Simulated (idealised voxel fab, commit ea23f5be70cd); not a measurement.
process module | voxel double patterning
cross-section cut | 215 nm wide | cells 5 nm
A cross-section is a grid of square cells, given in bands from the top down. A band is one or more rows of cells.
Each band's line starts with the height of the band's top and of its bottom, in nm. Then come its materials from left to right, each with its width in nm. One material with "throughout" fills the band from edge to edge. "air" is empty space.
Height 0 is the level under which the wafer as received is all one material. The lowest band goes on downwards, as in "0 down".
A width such as "30 to 40" changes by the same amount from each row of cells to the next, from the band's top row to its bottom row.
"no change" after a step means that no cell of the cross-section changed.
closed voids: empty space of 8 cells or more with no open way to the top, each as width x height at its distance from the left edge, in nm
after a step's settings: what the simulator itself notes on the step
overlay nm, on a step with a mask: how far to the right of its planned place the mask lay; to the left if negative
plan
1 op RECEIVE | material Si
2 op CONFORMAL_DEP | material SiO2 | thk nm 10
3 op DIRECTIONAL_DEP | material polySi | thk nm 10
4 op DIRECTIONAL_DEP | material SiCN | thk nm 5
5 op PATTERN | tone open | mask id FIRST | material resist | width nm 15 | pitch nm 50 | thk nm 15 | overlay nm 0
6 op DIRECTIONAL_ETCH | etch materials SiCN | depth nm 5
7 op STRIP | etch materials resist
8 op PATTERN | tone open | mask id SECOND | material resist | width nm 15 | thk nm 20 | overlay nm 0
9 op DIRECTIONAL_ETCH | etch materials SiCN | depth nm 5
10 op STRIP | etch materials resist
11 op DIRECTIONAL_ETCH | etch materials polySi | depth nm 10
12 op STRIP | etch materials SiCN
as received, after step 1
  0 down: Si throughout
  closed voids: none
a wafer at the end: this start, this plan, one mistake
  20 to 10: SiO2 throughout
  10 to 0: polySi throughout
  0 down: Si throughout
  closed voids: none
what went wrong: steps 2 and 3 were swapped
